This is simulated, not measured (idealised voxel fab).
Herein follows the process module entitled voxel ribs on slabs.
Pictured: cross-section cut, 270 nm wide, on a grid of 5 nm square cells.
This document writes a cross-section as a grid whose cells are square, and gives it as bands, listed from the top down; one or more rows of cells form a band. The band entry comprises the height of the band's top followed by the height of its bottom, expressed in nm, and subsequently the band's materials from left to right, each stated together with its width in nm. Where a single material is marked with the word "throughout", that material fills the band from edge to edge. The word "empty" represents empty space. Height 0 is the level under which the wafer as received is all one material. The lowest band goes on downwards, as in "z 0 and below". You'd read "30..40" like this: the band's top row of cells is as wide as the first number, its bottom row is as wide as the second, and going down, every row changes width by the same amount as the row before did. Where a step carries "no alterations made", the cross-section came out of it unchanged, cell for cell. Each empty space that has no open way to the top and spans at least 8 cells appears under "Trapped cavities" as width x height at distance, the distance counted from the left edge, all in nm. Where a step's line continues beyond its settings, the continuation is a remark by the simulator itself on that step. overlay nm: mask offset rightward from planned place, masked step; negative means leftward offset.
# Steps planned for the process
1) RECEIVE: material Si
2) DIRECTIONAL_DEP: material SiO2, thk nm 25
3) DIRECTIONAL_DEP: material SiN, thk nm 20
4) PATTERN: tone cover, mask id RIB, material resist, width nm 15, thk nm 20, overlay nm 0
5) DIRECTIONAL_ETCH: etch materials SiN, depth nm 5
6) STRIP: etch materials resist
7) PATTERN: tone cover, mask id SLAB, material resist, width nm 75, thk nm 20, overlay nm 0
8) DIRECTIONAL_ETCH: etch materials SiN, depth nm 15
9) STRIP: etch materials resist
10) FILL_DEP: material SiO2, thk nm 25
11) CMP: height nm 60
12) DIRECTIONAL_DEP: material W, thk nm 5
13) MASKED_ETCH: tone cover, mask id HEATER, width nm 25, etch materials W, depth nm 5, overlay nm 0
14) CONFORMAL_DEP: material SiO2, thk nm 5
# First of two wafers, with the run carried out as planned
# Incoming wafer in cross-section (state: after step 1)
* z 0 and below | Si throughout
* Trapped cavities: none
# Once step 2 is through, the wafer looks like this in cross-section
* z 25 to 0 | SiO2 throughout
* Rest of section, below 0: as before.
# Once step 3 is through, the wafer looks like this in cross-section
* z 45 to 25 | SiN throughout
* Rest of section, below 25: as before.
# Once step 4 is through, the wafer looks like this in cross-section
* z 65 to 45 | empty 125 nm  resist 15 nm  empty 130 nm
* Rest of section, below 45: as before.
# Once step 5 is through, the wafer looks like this in cross-section
* z 65 to 45 | empty 125 nm  resist 15 nm  empty 130 nm
* z 45 to 40 | empty 125 nm  SiN 15 nm  empty 130 nm
* Rest of section, below 40: as before.
# Once step 6 is through, the wafer looks like this in cross-section
* z 45 to 40 | empty 125 nm  SiN 15 nm  empty 130 nm
* Rest of section, below 40: as before.
# Once step 7 is through, the wafer looks like this in cross-section
* z 65 to 45 | empty 95 nm  resist 75 nm  empty 100 nm
* z 45 to 40 | empty 95 nm  resist 30 nm  SiN 15 nm  resist 30 nm  empty 100 nm
* Rest of section, below 40: as before.
# Once step 8 is through, the wafer looks like this in cross-section
* z 65 to 45 | empty 95 nm  resist 75 nm  empty 100 nm
* z 45 to 40 | empty 95 nm  resist 30 nm  SiN 15 nm  resist 30 nm  empty 100 nm
* z 40 to 25 | empty 95 nm  SiN 75 nm  empty 100 nm
* Rest of section, below 25: as before.
# Once step 9 is through, the wafer looks like this in cross-section
* z 45 to 40 | empty 125 nm  SiN 15 nm  empty 130 nm
* Rest of section, below 40: as before.
# Once step 10 is through, the wafer looks like this in cross-section
* z 70 to 45 | SiO2 throughout
* z 45 to 40 | SiO2 125 nm  SiN 15 nm  SiO2 130 nm
* z 40 to 25 | SiO2 95 nm  SiN 75 nm  SiO2 100 nm
* Rest of section, below 25: as before.
# Once step 11 is through, the wafer looks like this in cross-section
* z 60 to 45 | SiO2 throughout
* Rest of section, below 45: as before.
# Once step 12 is through, the wafer looks like this in cross-section
* z 65 to 60 | W throughout
* Rest of section, below 60: as before.
# Once step 13 is through, the wafer looks like this in cross-section
* z 65 to 60 | empty 120 nm  W 25 nm  empty 125 nm
* Rest of section, below 60: as before.
# Once step 14 is through, the wafer looks like this in cross-section
* z 70 to 65 | empty 115 nm  SiO2 35 nm  empty 120 nm
* z 65 to 60 | SiO2 120 nm  W 25 nm  SiO2 125 nm
* Rest of section, below 60: as before.
# Second wafer, same starting conditions and recipe as the first, one mistake in executing it, nothing differs from the first up to and including step 2
# X-section, second wafer, when step 3 was due to finish
* z 45 to 25 | empty 125 nm  resist 15 nm  empty 130 nm
* Rest of section, below 25: as before.
# X-section, second wafer, when step 4 was due to finish
* z 65 to 45 | empty 125 nm  SiN 15 nm  empty 130 nm
* z 45 to 25 | SiN 125 nm  resist 15 nm  SiN 130 nm
* Rest of section, below 25: as before.
# X-section, second wafer, when step 5 was due to finish
* z 60 to 45 | empty 125 nm  SiN 15 nm  empty 130 nm
* z 45 to 40 | empty 125 nm  resist 15 nm  empty 130 nm
* Rest of section, below 40: as before.
# X-section, second wafer, when step 6 was due to finish
* z 40 to 25 | SiN 125 nm  empty 15 nm  SiN 130 nm
* Rest of section, below 25: as before.
# X-section, second wafer, when step 7 was due to finish
* z 60 to 40 | empty 95 nm  resist 75 nm  empty 100 nm
* z 40 to 25 | SiN 125 nm  resist 15 nm  SiN 130 nm
* Rest of section, below 25: as before.
# X-section, second wafer, when step 8 was due to finish
* z 60 to 40 | empty 95 nm  resist 75 nm  empty 100 nm
* z 40 to 25 | empty 95 nm  SiN 30 nm  resist 15 nm  SiN 30 nm  empty 100 nm
* Rest of section, below 25: as before.
# X-section, second wafer, when step 9 was due to finish
* z 40 to 25 | empty 95 nm  SiN 30 nm  empty 15 nm  SiN 30 nm  empty 100 nm
* Rest of section, below 25: as before.
# X-section, second wafer, when step 10 was due to finish
* z 65 to 40 | SiO2 throughout
* z 40 to 25 | SiO2 95 nm  SiN 30 nm  SiO2 15 nm  SiN 30 nm  SiO2 100 nm
* Rest of section, below 25: as before.
# X-section, second wafer, when step 11 was due to finish
* z 60 to 40 | SiO2 throughout
* Rest of section, below 40: as before.
# X-section, second wafer, when step 12 was due to finish
* z 65 to 60 | W throughout
* Rest of section, below 60: as before.
# X-section, second wafer, when step 13 was due to finish
* z 65 to 60 | empty 120 nm  W 25 nm  empty 125 nm
* Rest of section, below 60: as before.
# X-section, second wafer, when step 14 was due to finish
* z 70 to 65 | empty 115 nm  SiO2 35 nm  empty 120 nm
* z 65 to 60 | SiO2 120 nm  W 25 nm  SiO2 125 nm
* Rest of section, below 60: as before.
Deviation noted in wafer processing: steps 3 and 4 of the plan were run in the wrong order, each in the other's place
Wrapping up, a cell-based count of both wafers puts the second over or under the first for these materials: SiN -12; SiO2 +12
